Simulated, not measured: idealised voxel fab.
Title: Process Module voxel ribs on slabs
The cross-section shown here is cut; it is 270 nm wide and divided into square cells measuring 5 nm on a side.
Think of the cross-section as a grid of square cells. We describe it in bands, top to bottom, and each band covers one or more rows of those cells. It is stipulated that each band's entry specify, in nanometres, the height of the top of the band and then that of its bottom, followed by the materials of the band in left-to-right sequence, each together with its width in nanometres. A single material marked by the word "full width" is understood to fill the band from edge to edge; the word "air" is understood to denote empty space. Heights are measured from 0, the level below which the as-received wafer is all one material; the lowest band has no bottom and continues downward, written as in "0 and below". The notation "30 to 40" denotes a width that varies across the rows of cells in the band, beginning at the first number in the top row, finishing at the second number in the bottom row, and changing by an identical amount from each row to the next. Given "nothing got changed" for a step, no cell of the cross-section differs between before and after that step. In "Closed void inventory" the enclosed voids are listed, meaning empty spaces of 8 cells or larger without any opening to the top. The form is width x height at distance, distance from the left edge, units nm. Past the settings on a step's line: simulator remark, on that step. "overlay nm", when on a step's line for a step with a mask, measures how far to the right of its planned place the mask lay; a negative measure means to the left.
**The planned process steps are enumerated hereunder**
1) op RECEIVE | material Si
2) op DIRECTIONAL_DEP | material SiO2 | thk nm 30
3) op DIRECTIONAL_DEP | material polySi | thk nm 15
4) op MASKED_ETCH | tone cover | mask id RIB | width nm 15 | etch materials polySi | depth nm 10 | overlay nm 0
5) op PATTERN | tone cover | mask id SLAB | material resist | width nm 65 | thk nm 15 | overlay nm 0
6) op DIRECTIONAL_ETCH | etch materials polySi | depth nm 5
7) op STRIP | etch materials resist
8) op FILL_DEP | material SiO2 | thk nm 25
9) op CMP | height nm 65
10) op DIRECTIONAL_DEP | material W | thk nm 10
11) op MASKED_ETCH | tone cover | mask id HEATER | width nm 25 | etch materials W | depth nm 10 | overlay nm 0
12) op CONFORMAL_DEP | material SiO2 | thk nm 10
**Cross-section of the incoming wafer, state after step 1**
- 0 and below  Si full width
- Closed void inventory: none
**Cross-section: first of two wafers, module finished, run according to plan**
- 85 down to 75  air 110 | SiO2 45 | air 115
- 75 down to 65  SiO2 120 | W 25 | SiO2 125
- 65 down to 45  SiO2 full width
- 45 down to 35  SiO2 125 | polySi 15 | SiO2 130
- 35 down to 30  SiO2 100 | polySi 65 | SiO2 105
- 30 down to 0  SiO2 full width
- 0 and below  Si full width
- Closed void inventory: none
**Wafer two (of two), end-of-module cross-section: start = wafer one, plan = wafer one, one run mistake**
- 85 down to 80  air 110 | SiO2 45 | air 115
- 80 down to 75  SiO2 full width
- 75 down to 70  SiO2 120 | W 25 | SiO2 125
- 70 down to 65  W full width
- 65 down to 45  SiO2 full width
- 45 down to 35  SiO2 125 | polySi 15 | SiO2 130
- 35 down to 30  SiO2 100 | polySi 65 | SiO2 105
- 30 down to 0  SiO2 full width
- 0 and below  Si full width
- Closed void inventory: none
Misprocessing identified: contrary to plan, step 11 was performed as op MASKED_ETCH | tone cover | mask id HEATER | width nm 25 | etch materials W | depth nm 5 | overlay nm 0
At the finish, the second wafer shows more or fewer cells for some materials than the first does: -4 SiO2; +49 W
